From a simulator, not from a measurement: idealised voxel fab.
Process module heading - voxel wiring stack
Cross-section cut: width 275 nm, square cells of 5 nm.
Heads up, the way a cross-section reads in here is a grid of square cells, handed over as bands from the top down, with every band being one or more rows of cells.
Per band: top height and bottom height in nm, followed by the left-to-right materials and their widths in nm; "full width" marks a single material spanning edge to edge, "blank" marks empty space.
A quick word on heights: they are counted from 0, and under that level the wafer as it came to us is one material throughout. The lowest band is different from the rest in having no bottom; it simply continues downward, written as in "0 and below".
A width given as "30 to 40" starts at the first number in the band's top row and ends at the second number in its bottom row, shifting by an equal amount at every step from row to row.
No cell of the cross-section changed in a step that is given as "remained the same".
Voids not open to the top, 8 cells minimum: see "Voids, enclosed". Written width x height at distance; distance is from the left edge; nm.
Read whatever lies past the settings on a step's line as the simulator's own remark about the step.
For masked steps, "overlay nm" on the step line gives how far right of plan the mask actually lay; a minus sign means it lay to the left.
Process steps (planned)
1,RECEIVE (material Si)
2,CONFORMAL_DEP (material SiO2; thk nm 15)
3,DIRECTIONAL_DEP (material TiN; thk nm 5)
4,DIRECTIONAL_DEP (material Ru; thk nm 15)
5,DIRECTIONAL_DEP (material aC; thk nm 15)
6,PATTERN (tone cover; mask id METAL_1; material resist; width nm 25; pitch nm 40; thk nm 35; overlay nm 0)
7,DIRECTIONAL_ETCH (etch materials aC; depth nm 15)
8,STRIP (etch materials resist)
9,DIRECTIONAL_ETCH (etch materials Ru; depth nm 15)
10,DIRECTIONAL_ETCH (etch materials TiN; depth nm 5)
11,STRIP (etch materials aC)
12,FILL_DEP (material lowk; thk nm 5)
13,CMP (height nm 35)
14,CONFORMAL_DEP (material SiCN; thk nm 5)
15,DIRECTIONAL_DEP (material lowk; thk nm 15)
16,DIRECTIONAL_DEP (material aC; thk nm 15)
17,PATTERN (tone open; mask id PLUG_1; material resist; width nm 15; pitch nm 40; thk nm 35; overlay nm 0)
18,DIRECTIONAL_ETCH (etch materials aC; depth nm 15)
19,STRIP (etch materials resist)
20,DIRECTIONAL_ETCH (etch materials lowk; depth nm 15)
21,DIRECTIONAL_ETCH (etch materials SiCN; depth nm 5)
22,STRIP (etch materials aC)
23,EPI (material Ru; thk nm 10)
24,EPI (material Ru; thk nm 10)
25,CONFORMAL_DEP (material SiN; thk nm 5)
26,DIRECTIONAL_DEP (material SiO2; thk nm 15)
27,MASKED_ETCH (tone open; mask id METAL_2; width nm 25; pitch nm 40; etch materials SiO2; depth nm 15; overlay nm 0)
28,MASKED_ETCH (tone open; mask id METAL_2; width nm 25; pitch nm 40; etch materials SiN; depth nm 5; overlay nm 0)
29,CONFORMAL_DEP (material TiN; thk nm 5)
30,FILL_DEP (material Cu; thk nm 5)
31,CMP (height nm 75)
32,EPI (material Ru; thk nm 5)
33,FILL_DEP (material SiCN; thk nm 5)
34,DIRECTIONAL_DEP (material SiO2; thk nm 35)
35,MASKED_ETCH (tone open; mask id METAL_3; width nm 25; pitch nm 40; etch materials SiO2; depth nm 20; overlay nm 0)
36,DIRECTIONAL_DEP (material aC; thk nm 10)
37,PATTERN (tone open; mask id METAL_3_HOLES; material resist; width nm 15; pitch nm 80; thk nm 30; overlay nm 0)
38,DIRECTIONAL_ETCH (etch materials aC; depth nm 10)
39,STRIP (etch materials resist)
40,DIRECTIONAL_ETCH (etch materials SiO2; depth nm 15)
41,DIRECTIONAL_ETCH (etch materials SiCN; depth nm 5)
42,STRIP (etch materials aC)
43,CONFORMAL_DEP (material TiN; thk nm 5)
44,FILL_DEP (material Cu; thk nm 5)
45,CMP (height nm 120)
46,CONFORMAL_DEP (material SiN; thk nm 5)
Here's what the wafer looked like in cross-section when it arrived - that's after step 1
- 0 and below | Si full width
- Voids, enclosed: none
Cross-sectional result after module completion. Note: starting condition and plan are unchanged from above; one processing mistake was made
- 125 down to 120 | SiN full width
- 120 down to 105 | 65 SiO2  5 TiN  15 Cu  5 TiN  15 SiO2  5 TiN  15 Cu  5 TiN  15 SiO2  5 TiN  15 Cu  5 TiN  15 SiO2  5 TiN  15 Cu  5 TiN  65 SiO2
- 105 down to 100 | 65 SiO2  5 TiN  5 Cu  15 TiN  15 SiO2  25 TiN  15 SiO2  5 TiN  5 Cu  15 TiN  15 SiO2  25 TiN  65 SiO2
- 100 down to 85 | 65 SiO2  5 TiN  5 Cu  5 TiN  65 SiO2  5 TiN  5 Cu  5 TiN  115 SiO2
- 85 down to 80 | 65 SiCN  15 TiN  65 SiCN  15 TiN  115 SiCN
- 80 down to 75 | 60 SiCN  35 Ru  5 SiCN  35 Ru  5 SiCN  35 Ru  5 SiCN  35 Ru  60 SiCN
- 75 down to 70 | 65 SiO2  5 TiN  15 Cu  5 TiN  15 SiO2  5 TiN  15 Cu  5 TiN  15 SiO2  5 TiN  15 Cu  5 TiN  15 SiO2  5 TiN  15 Cu  5 TiN  65 SiO2
- 70 down to 65 | 50 SiO2  15 SiN  25 TiN  15 SiN  25 TiN  15 SiN  25 TiN  15 SiN  25 TiN  5 SiN  60 SiO2
- 65 down to 60 | 50 SiO2  5 SiN  35 Ru  5 SiN  35 Ru  5 SiN  35 Ru  5 SiN  35 Ru  5 SiN  60 SiO2
- 60 down to 55 | 55 SiN  35 Ru  5 SiN  35 Ru  5 SiN  35 Ru  5 SiN  35 Ru  65 SiN
- 55 down to 40 | 65 lowk  15 Ru  25 lowk  15 Ru  25 lowk  15 Ru  25 lowk  15 Ru  75 lowk
- 40 down to 35 | 65 SiCN  15 Ru  25 SiCN  15 Ru  25 SiCN  15 Ru  25 SiCN  15 Ru  75 SiCN
- 35 down to 20 | 65 lowk  25 Ru  15 lowk  25 Ru  15 lowk  25 Ru  15 lowk  25 Ru  65 lowk
- 20 down to 15 | 65 lowk  25 TiN  15 lowk  25 TiN  15 lowk  25 TiN  15 lowk  25 TiN  65 lowk
- 15 down to 0 | SiO2 full width
- 0 and below | Si full width
- Voids, enclosed: none
Want to know what went wrong? which of the identical steps 23 and 24 was run twice cannot be determined, only that one of them was
